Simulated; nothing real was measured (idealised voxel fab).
process module | voxel ribs on slabs
cross-section cut | 285 nm wide | cells 5 nm
A cross-section is a grid of square cells, given in bands from the top down. A band is one or more rows of cells.
Each band's line starts with the height of the band's top and of its bottom, in nm. Then come its materials from left to right, each with its width in nm. One material with "throughout" fills the band from edge to edge. "air" is empty space.
Height 0 is the level under which the wafer as received is all one material. The lowest band goes on downwards, as in "0 down".
A width such as "30 to 40" changes by the same amount from each row of cells to the next, from the band's top row to its bottom row.
"no change" after a step means that no cell of the cross-section changed.
closed voids: empty space of 8 cells or more with no open way to the top, each as width x height at its distance from the left edge, in nm
after a step's settings: what the simulator itself notes on the step
overlay nm, on a step with a mask: how far to the right of its planned place the mask lay; to the left if negative
plan
1 op RECEIVE | material Si
2 op DIRECTIONAL_DEP | material SiO2 | thk nm 30
3 op DIRECTIONAL_DEP | material SiN | thk nm 15
4 op DIRECTIONAL_DEP | material aC | thk nm 10
5 op PATTERN | tone cover | mask id RIB | material resist | width nm 15 | thk nm 25 | overlay nm 0
6 op DIRECTIONAL_ETCH | etch materials aC | depth nm 10
7 op STRIP | etch materials resist
8 op DIRECTIONAL_ETCH | etch materials SiN | depth nm 10
9 op STRIP | etch materials aC
10 op PATTERN | tone cover | mask id SLAB | material resist | width nm 45 | thk nm 15 | overlay nm 0
11 op DIRECTIONAL_ETCH | etch materials SiN | depth nm 5
12 op STRIP | etch materials resist
13 op FILL_DEP | material SiO2 | thk nm 25
14 op CMP | height nm 65
15 op DIRECTIONAL_DEP | material W | thk nm 5
16 op MASKED_ETCH | tone cover | mask id HEATER | width nm 25 | etch materials W | depth nm 5 | overlay nm 0
17 op CONFORMAL_DEP | material SiO2 | thk nm 5
as received, after step 1
  0 down: Si throughout
  closed voids: none
a wafer at the end: this start, this plan, one mistake
  75 to 70: air 125 | SiO2 35 | air 125
  70 to 65: SiO2 130 | W 25 | SiO2 130
  65 to 45: SiO2 throughout
  45 to 35: SiO2 135 | SiN 15 | SiO2 135
  35 to 30: SiO2 125 | SiN 40 | SiO2 120
  30 to 0: SiO2 throughout
  0 down: Si throughout
  closed voids: none
what went wrong: step 10 ran as: op PATTERN | tone cover | mask id SLAB | material resist | width nm 40 | thk nm 15 | overlay nm 0
